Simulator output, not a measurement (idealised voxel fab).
Herein follows the process module entitled voxel fin reveal.
This is section cut - it's 245 nm across, gridded in 5 nm square cells.
How to read a cross-section here: the picture is a grid of square cells, written as bands going from the top down, and any band can span one or more rows of cells.
The entry gives the band's vertical extent as a top height and a bottom height in nm, then its horizontal make-up as materials from left to right, each with a width in nm. "air" stands for empty space; a single material marked "everywhere" fills the band edge to edge.
Below 0: as-received wafer, all one material; heights counted from there. Lowest band: no bottom, goes on down, written "from 0 down".
You'd read "30->40" like this: the band's top row of cells is as wide as the first number, its bottom row is as wide as the second, and going down, every row changes width by the same amount as the row before did.
Where a step carries "all unchanged", the cross-section came out of it unchanged, cell for cell.
The entry "Trapped void list" lists the empty spaces that cover at least 8 cells and have no open path to the top. Each is written as width x height at distance, where the distance is measured from the left edge and all three values are in nm.
The remark found on a step's line after its settings is issued by the simulator itself and pertains to that step.
overlay nm: right-of-plan distance of the mask on a masked step; negative values mean left-of-plan.

The following list gives the planned process steps
| 1 | RECEIVE (material Si) |
| 2 | CONFORMAL_DEP (material SiN; thk nm 10) |
| 3 | PATTERN (tone cover; mask id FINS; material resist; width nm 15; pitch nm 45; thk nm 15; overlay nm 0) |
| 4 | DIRECTIONAL_ETCH (etch materials SiN; depth nm 10) |
| 5 | DIRECTIONAL_ETCH (etch materials Si; depth nm 35) |
| 6 | STRIP (etch materials resist) |
| 7 | OXIDIZE (depth nm 5) |
| 8 | FILL_DEP (material SiO2; thk nm 5) |
| 9 | CMP (height nm 10) |
| 10 | SELECTIVE_ETCH (etch materials SiO2; depth nm 25) |
| 11 | STRIP (etch materials SiN) |
| 12 | CONFORMAL_DEP (material SiO2; thk nm 5) |

Account of the first of two wafers, which was processed as intended

Cross-section of the wafer as it came to us, i.e., already through step 1
> from 0 down: Si everywhere
> Trapped void list: none

How the wafer stands in section after step 2
> from 10 to 0: SiN everywhere
> Heights below 0 show no change.

How the wafer stands in section after step 3
> from 25 to 10: 45 air / 15 resist / 30 air / 15 resist / 30 air / 15 resist / 30 air / 15 resist / 50 air
> Heights below 10 show no change.

How the wafer stands in section after step 4
> from 25 to 10: 45 air / 15 resist / 30 air / 15 resist / 30 air / 15 resist / 30 air / 15 resist / 50 air
> from 10 to 0: 45 air / 15 SiN / 30 air / 15 SiN / 30 air / 15 SiN / 30 air / 15 SiN / 50 air
> Heights below 0 show no change.

How the wafer stands in section after step 5
> from 25 to 10: 45 air / 15 resist / 30 air / 15 resist / 30 air / 15 resist / 30 air / 15 resist / 50 air
> from 10 to 0: 45 air / 15 SiN / 30 air / 15 SiN / 30 air / 15 SiN / 30 air / 15 SiN / 50 air
> from 0 to -35: 45 air / 15 Si / 30 air / 15 Si / 30 air / 15 Si / 30 air / 15 Si / 50 air
> Heights below -35 show no change.

How the wafer stands in section after step 6
> from 10 to 0: 45 air / 15 SiN / 30 air / 15 SiN / 30 air / 15 SiN / 30 air / 15 SiN / 50 air
> Heights below 0 show no change.

How the wafer stands in section after step 7
> from 10 to 0: 45 air / 15 SiN / 30 air / 15 SiN / 30 air / 15 SiN / 30 air / 15 SiN / 50 air
> from 0 to -35: 45 air / 5 SiO2 / 5 Si / 5 SiO2 / 30 air / 5 SiO2 / 5 Si / 5 SiO2 / 30 air / 5 SiO2 / 5 Si / 5 SiO2 / 30 air / 5 SiO2 / 5 Si / 5 SiO2 / 50 air
> from -35 to -40: 50 SiO2 / 5 Si / 40 SiO2 / 5 Si / 40 SiO2 / 5 Si / 40 SiO2 / 5 Si / 55 SiO2
> Heights below -40 show no change.

How the wafer stands in section after step 8
> from 15 to 10: SiO2 everywhere
> from 10 to 0: 45 SiO2 / 15 SiN / 30 SiO2 / 15 SiN / 30 SiO2 / 15 SiN / 30 SiO2 / 15 SiN / 50 SiO2
> from 0 to -40: 50 SiO2 / 5 Si / 40 SiO2 / 5 Si / 40 SiO2 / 5 Si / 40 SiO2 / 5 Si / 55 SiO2
> Heights below -40 show no change.

How the wafer stands in section after step 9
> from 10 to 0: 45 SiO2 / 15 SiN / 30 SiO2 / 15 SiN / 30 SiO2 / 15 SiN / 30 SiO2 / 15 SiN / 50 SiO2
> Heights below 0 show no change.

How the wafer stands in section after step 10
> from 10 to 0: 45 air / 15 SiN / 30 air / 15 SiN / 30 air / 15 SiN / 30 air / 15 SiN / 50 air
> from 0 to -15: 50 air / 5 Si / 40 air / 5 Si / 40 air / 5 Si / 40 air / 5 Si / 55 air
> Heights below -15 show no change.

How the wafer stands in section after step 11
> from 0 to -15: 50 air / 5 Si / 40 air / 5 Si / 40 air / 5 Si / 40 air / 5 Si / 55 air
> Heights below -15 show no change.

How the wafer stands in section after step 12
> from 5 to 0: 45 air / 15 SiO2 / 30 air / 15 SiO2 / 30 air / 15 SiO2 / 30 air / 15 SiO2 / 50 air
> from 0 to -10: 45 air / 5 SiO2 / 5 Si / 5 SiO2 / 30 air / 5 SiO2 / 5 Si / 5 SiO2 / 30 air / 5 SiO2 / 5 Si / 5 SiO2 / 30 air / 5 SiO2 / 5 Si / 5 SiO2 / 50 air
> from -10 to -40: 50 SiO2 / 5 Si / 40 SiO2 / 5 Si / 40 SiO2 / 5 Si / 40 SiO2 / 5 Si / 55 SiO2
> Heights below -40 show no change.

Here the second wafer is described. Its start and its plan were those of the first wafer. Its run contained one mistake. Up to and including step 4, it did exactly what the first wafer did

Planned end of step 5: second wafer, cross-section
> from 25 to 10: 45 air / 15 resist / 30 air / 15 resist / 30 air / 15 resist / 30 air / 15 resist / 50 air
> from 10 to 0: 45 air / 15 SiN / 30 air / 15 SiN / 30 air / 15 SiN / 30 air / 15 SiN / 50 air
> from 0 to -30: 45 air / 15 Si / 30 air / 15 Si / 30 air / 15 Si / 30 air / 15 Si / 50 air
> Heights below -30 show no change.

Planned end of step 6: second wafer, cross-section
> from 10 to 0: 45 air / 15 SiN / 30 air / 15 SiN / 30 air / 15 SiN / 30 air / 15 SiN / 50 air
> Heights below 0 show no change.

Planned end of step 7: second wafer, cross-section
> from 10 to 0: 45 air / 15 SiN / 30 air / 15 SiN / 30 air / 15 SiN / 30 air / 15 SiN / 50 air
> from 0 to -30: 45 air / 5 SiO2 / 5 Si / 5 SiO2 / 30 air / 5 SiO2 / 5 Si / 5 SiO2 / 30 air / 5 SiO2 / 5 Si / 5 SiO2 / 30 air / 5 SiO2 / 5 Si / 5 SiO2 / 50 air
> from -30 to -35: 50 SiO2 / 5 Si / 40 SiO2 / 5 Si / 40 SiO2 / 5 Si / 40 SiO2 / 5 Si / 55 SiO2
> Heights below -35 show no change.

Planned end of step 8: second wafer, cross-section
> from 15 to 10: SiO2 everywhere
> from 10 to 0: 45 SiO2 / 15 SiN / 30 SiO2 / 15 SiN / 30 SiO2 / 15 SiN / 30 SiO2 / 15 SiN / 50 SiO2
> from 0 to -35: 50 SiO2 / 5 Si / 40 SiO2 / 5 Si / 40 SiO2 / 5 Si / 40 SiO2 / 5 Si / 55 SiO2
> Heights below -35 show no change.

Planned end of step 9: second wafer, cross-section
> from 10 to 0: 45 SiO2 / 15 SiN / 30 SiO2 / 15 SiN / 30 SiO2 / 15 SiN / 30 SiO2 / 15 SiN / 50 SiO2
> Heights below 0 show no change.

Planned end of step 10: second wafer, cross-section
> from 10 to 0: 45 air / 15 SiN / 30 air / 15 SiN / 30 air / 15 SiN / 30 air / 15 SiN / 50 air
> from 0 to -15: 50 air / 5 Si / 40 air / 5 Si / 40 air / 5 Si / 40 air / 5 Si / 55 air
> Heights below -15 show no change.

Planned end of step 11: second wafer, cross-section
> from 0 to -15: 50 air / 5 Si / 40 air / 5 Si / 40 air / 5 Si / 40 air / 5 Si / 55 air
> Heights below -15 show no change.

Planned end of step 12: second wafer, cross-section
> from 5 to 0: 45 air / 15 SiO2 / 30 air / 15 SiO2 / 30 air / 15 SiO2 / 30 air / 15 SiO2 / 50 air
> from 0 to -10: 45 air / 5 SiO2 / 5 Si / 5 SiO2 / 30 air / 5 SiO2 / 5 Si / 5 SiO2 / 30 air / 5 SiO2 / 5 Si / 5 SiO2 / 30 air / 5 SiO2 / 5 Si / 5 SiO2 / 50 air
> from -10 to -35: 50 SiO2 / 5 Si / 40 SiO2 / 5 Si / 40 SiO2 / 5 Si / 40 SiO2 / 5 Si / 55 SiO2
> Heights below -35 show no change.
Where did the run depart from the plan? step 5 went in with a setting other than planned; the actual run was DIRECTIONAL_ETCH (etch materials Si; depth nm 30)
Final cells, second wafer relative to first, materials higher or lower: +45 Si; -45 SiO2
